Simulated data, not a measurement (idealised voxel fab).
The name of this process module is voxel fin reveal.
Shown is cross-section cut, with a width of 160 nm and square cells of size 5 nm.
Cross-section layout: square cells on a grid; listed as bands, top to bottom; a band spans one or more cell rows.
Read a band's entry like this: the first values are the height of its top and the height of its bottom in nm, and what follows is the sequence of materials from left to right, each with its width in nm. Note that "air" is empty space, and that a single material marked "all across" reaches across the band from edge to edge.
Heights are expressed relative to 0, this being the level below which the as-received wafer comprises one material exclusively. The lowest band is unbounded in the downward direction and is denoted as in "top 0, no bottom".
The notation "30->40" denotes a width that varies across the rows of cells in the band, beginning at the first number in the top row, finishing at the second number in the bottom row, and changing by an identical amount from each row to the next.
"no modification" after a step means that no cell of the cross-section changed.
If an empty space has no open way to the top and is at least 8 cells in size, "Voids, fully enclosed" lists it, written width x height at distance, where distance is measured from the left edge and every value is in nm.
Text after the settings on a step's line: the simulator's own remark on that step.
On any step carrying a mask, the "overlay nm" setting, if present on the step's line, tells how far right of its planned place the mask lay; negative values point to the left.
## The steps planned for the process are as follows
1,RECEIVE, material Si
2,CONFORMAL_DEP, material SiN, thk nm 10
3,DIRECTIONAL_DEP, material aC, thk nm 15
4,PATTERN, tone cover, mask id FINS, material resist, width nm 15, pitch nm 40, thk nm 35, overlay nm 0
5,DIRECTIONAL_ETCH, etch materials aC, depth nm 15
6,STRIP, etch materials resist
7,DIRECTIONAL_ETCH, etch materials SiN, depth nm 10
8,DIRECTIONAL_ETCH, etch materials Si, depth nm 30
9,STRIP, etch materials aC
10,FILL_DEP, material SiO2, thk nm 15
11,CMP, height nm 10
12,SELECTIVE_ETCH, etch materials SiO2, depth nm 25
13,STRIP, etch materials SiN
14,CONFORMAL_DEP, material HfO2, thk nm 5
## The first of the two wafers, which ran as planned
## Delivered wafer in cross-section: state after step 1
* top 0, no bottom | Si all across
* Voids, fully enclosed: none
## Wafer xsec, post step 2
* top 10, bottom 0 | SiN all across
* Below 0, the layers are the same as they were.
## Wafer xsec, post step 3
* top 25, bottom 10 | aC all across
* Below 10, the layers are the same as they were.
## Wafer xsec, post step 4
* top 60, bottom 25 | 30 nm air, then 15 nm resist, then 25 nm air, then 15 nm resist, then 25 nm air, then 15 nm resist, then 35 nm air
* Below 25, the layers are the same as they were.
## Wafer xsec, post step 5
* top 45, bottom 25 | 30 nm air, then 15 nm resist, then 25 nm air, then 15 nm resist, then 25 nm air, then 15 nm resist, then 35 nm air
* top 25, bottom 10 | 30 nm air, then 15 nm aC, then 25 nm air, then 15 nm aC, then 25 nm air, then 15 nm aC, then 35 nm air
* Below 10, the layers are the same as they were.
## Wafer xsec, post step 6
* top 25, bottom 10 | 30 nm air, then 15 nm aC, then 25 nm air, then 15 nm aC, then 25 nm air, then 15 nm aC, then 35 nm air
* Below 10, the layers are the same as they were.
## Wafer xsec, post step 7
* top 25, bottom 10 | 30 nm air, then 15 nm aC, then 25 nm air, then 15 nm aC, then 25 nm air, then 15 nm aC, then 35 nm air
* top 10, bottom 0 | 30 nm air, then 15 nm SiN, then 25 nm air, then 15 nm SiN, then 25 nm air, then 15 nm SiN, then 35 nm air
* Below 0, the layers are the same as they were.
## Wafer xsec, post step 8
* top 25, bottom 10 | 30 nm air, then 15 nm aC, then 25 nm air, then 15 nm aC, then 25 nm air, then 15 nm aC, then 35 nm air
* top 10, bottom 0 | 30 nm air, then 15 nm SiN, then 25 nm air, then 15 nm SiN, then 25 nm air, then 15 nm SiN, then 35 nm air
* top 0, bottom -30 | 30 nm air, then 15 nm Si, then 25 nm air, then 15 nm Si, then 25 nm air, then 15 nm Si, then 35 nm air
* Below -30, the layers are the same as they were.
## Wafer xsec, post step 9
* top 10, bottom 0 | 30 nm air, then 15 nm SiN, then 25 nm air, then 15 nm SiN, then 25 nm air, then 15 nm SiN, then 35 nm air
* Below 0, the layers are the same as they were.
## Wafer xsec, post step 10
* top 25, bottom 10 | SiO2 all across
* top 10, bottom 0 | 30 nm SiO2, then 15 nm SiN, then 25 nm SiO2, then 15 nm SiN, then 25 nm SiO2, then 15 nm SiN, then 35 nm SiO2
* top 0, bottom -30 | 30 nm SiO2, then 15 nm Si, then 25 nm SiO2, then 15 nm Si, then 25 nm SiO2, then 15 nm Si, then 35 nm SiO2
* Below -30, the layers are the same as they were.
## Wafer xsec, post step 11
* top 10, bottom 0 | 30 nm SiO2, then 15 nm SiN, then 25 nm SiO2, then 15 nm SiN, then 25 nm SiO2, then 15 nm SiN, then 35 nm SiO2
* Below 0, the layers are the same as they were.
## Wafer xsec, post step 12
* top 10, bottom 0 | 30 nm air, then 15 nm SiN, then 25 nm air, then 15 nm SiN, then 25 nm air, then 15 nm SiN, then 35 nm air
* top 0, bottom -15 | 30 nm air, then 15 nm Si, then 25 nm air, then 15 nm Si, then 25 nm air, then 15 nm Si, then 35 nm air
* Below -15, the layers are the same as they were.
## Wafer xsec, post step 13
* top 0, bottom -15 | 30 nm air, then 15 nm Si, then 25 nm air, then 15 nm Si, then 25 nm air, then 15 nm Si, then 35 nm air
* Below -15, the layers are the same as they were.
## Wafer xsec, post step 14
* top 5, bottom 0 | 25 nm air, then 25 nm HfO2, then 15 nm air, then 25 nm HfO2, then 15 nm air, then 25 nm HfO2, then 30 nm air
* top 0, bottom -10 | 25 nm air, then 5 nm HfO2, then 15 nm Si, then 5 nm HfO2, then 15 nm air, then 5 nm HfO2, then 15 nm Si, then 5 nm HfO2, then 15 nm air, then 5 nm HfO2, then 15 nm Si, then 5 nm HfO2, then 30 nm air
* top -10, bottom -15 | 30 nm HfO2, then 15 nm Si, then 25 nm HfO2, then 15 nm Si, then 25 nm HfO2, then 15 nm Si, then 35 nm HfO2
* Below -15, the layers are the same as they were.
## Here the second wafer is described. Its start and its plan were those of the first wafer. Its run contained one mistake. Up to and including step 3, it did exactly what the first wafer did
## Second wafer: cross-section at the scheduled end of step 4
* top 60, bottom 25 | 30 nm resist, then 15 nm air, then 25 nm resist, then 15 nm air, then 25 nm resist, then 15 nm air, then 35 nm resist
* Below 25, the layers are the same as they were.
## Second wafer: cross-section at the scheduled end of step 5
* top 45, bottom 25 | 30 nm resist, then 15 nm air, then 25 nm resist, then 15 nm air, then 25 nm resist, then 15 nm air, then 35 nm resist
* top 25, bottom 10 | 30 nm aC, then 15 nm air, then 25 nm aC, then 15 nm air, then 25 nm aC, then 15 nm air, then 35 nm aC
* Below 10, the layers are the same as they were.
## Second wafer: cross-section at the scheduled end of step 6
* top 25, bottom 10 | 30 nm aC, then 15 nm air, then 25 nm aC, then 15 nm air, then 25 nm aC, then 15 nm air, then 35 nm aC
* Below 10, the layers are the same as they were.
## Second wafer: cross-section at the scheduled end of step 7
* top 25, bottom 10 | 30 nm aC, then 15 nm air, then 25 nm aC, then 15 nm air, then 25 nm aC, then 15 nm air, then 35 nm aC
* top 10, bottom 0 | 30 nm SiN, then 15 nm air, then 25 nm SiN, then 15 nm air, then 25 nm SiN, then 15 nm air, then 35 nm SiN
* Below 0, the layers are the same as they were.
## Second wafer: cross-section at the scheduled end of step 8
* top 25, bottom 10 | 30 nm aC, then 15 nm air, then 25 nm aC, then 15 nm air, then 25 nm aC, then 15 nm air, then 35 nm aC
* top 10, bottom 0 | 30 nm SiN, then 15 nm air, then 25 nm SiN, then 15 nm air, then 25 nm SiN, then 15 nm air, then 35 nm SiN
* top 0, bottom -30 | 30 nm Si, then 15 nm air, then 25 nm Si, then 15 nm air, then 25 nm Si, then 15 nm air, then 35 nm Si
* Below -30, the layers are the same as they were.
## Second wafer: cross-section at the scheduled end of step 9
* top 10, bottom 0 | 30 nm SiN, then 15 nm air, then 25 nm SiN, then 15 nm air, then 25 nm SiN, then 15 nm air, then 35 nm SiN
* Below 0, the layers are the same as they were.
## Second wafer: cross-section at the scheduled end of step 10
* top 25, bottom 10 | SiO2 all across
* top 10, bottom 0 | 30 nm SiN, then 15 nm SiO2, then 25 nm SiN, then 15 nm SiO2, then 25 nm SiN, then 15 nm SiO2, then 35 nm SiN
* top 0, bottom -30 | 30 nm Si, then 15 nm SiO2, then 25 nm Si, then 15 nm SiO2, then 25 nm Si, then 15 nm SiO2, then 35 nm Si
* Below -30, the layers are the same as they were.
## Second wafer: cross-section at the scheduled end of step 11
* top 10, bottom 0 | 30 nm SiN, then 15 nm SiO2, then 25 nm SiN, then 15 nm SiO2, then 25 nm SiN, then 15 nm SiO2, then 35 nm SiN
* Below 0, the layers are the same as they were.
## Second wafer: cross-section at the scheduled end of step 12
* top 10, bottom 0 | 30 nm SiN, then 15 nm air, then 25 nm SiN, then 15 nm air, then 25 nm SiN, then 15 nm air, then 35 nm SiN
* top 0, bottom -15 | 30 nm Si, then 15 nm air, then 25 nm Si, then 15 nm air, then 25 nm Si, then 15 nm air, then 35 nm Si
* Below -15, the layers are the same as they were.
## Second wafer: cross-section at the scheduled end of step 13
* top 0, bottom -15 | 30 nm Si, then 15 nm air, then 25 nm Si, then 15 nm air, then 25 nm Si, then 15 nm air, then 35 nm Si
* Below -15, the layers are the same as they were.
## Second wafer: cross-section at the scheduled end of step 14
* top 5, bottom 0 | 35 nm HfO2, then 5 nm air, then 35 nm HfO2, then 5 nm air, then 35 nm HfO2, then 5 nm air, then 40 nm HfO2
* top 0, bottom -10 | 30 nm Si, then 5 nm HfO2, then 5 nm air, then 5 nm HfO2, then 25 nm Si, then 5 nm HfO2, then 5 nm air, then 5 nm HfO2, then 25 nm Si, then 5 nm HfO2, then 5 nm air, then 5 nm HfO2, then 35 nm Si
* top -10, bottom -15 | 30 nm Si, then 15 nm HfO2, then 25 nm Si, then 15 nm HfO2, then 25 nm Si, then 15 nm HfO2, then 35 nm Si
* Below -15, the layers are the same as they were.
Here's what went sideways: in deviation from the planned setting, step 4 was conducted as PATTERN, tone open, mask id FINS, material resist, width nm 15, pitch nm 40, thk nm 35, overlay nm 0
FYI, end of process, the second wafer has more or fewer cells of some materials than the first: 84 more of Si; 42 fewer of SiO2
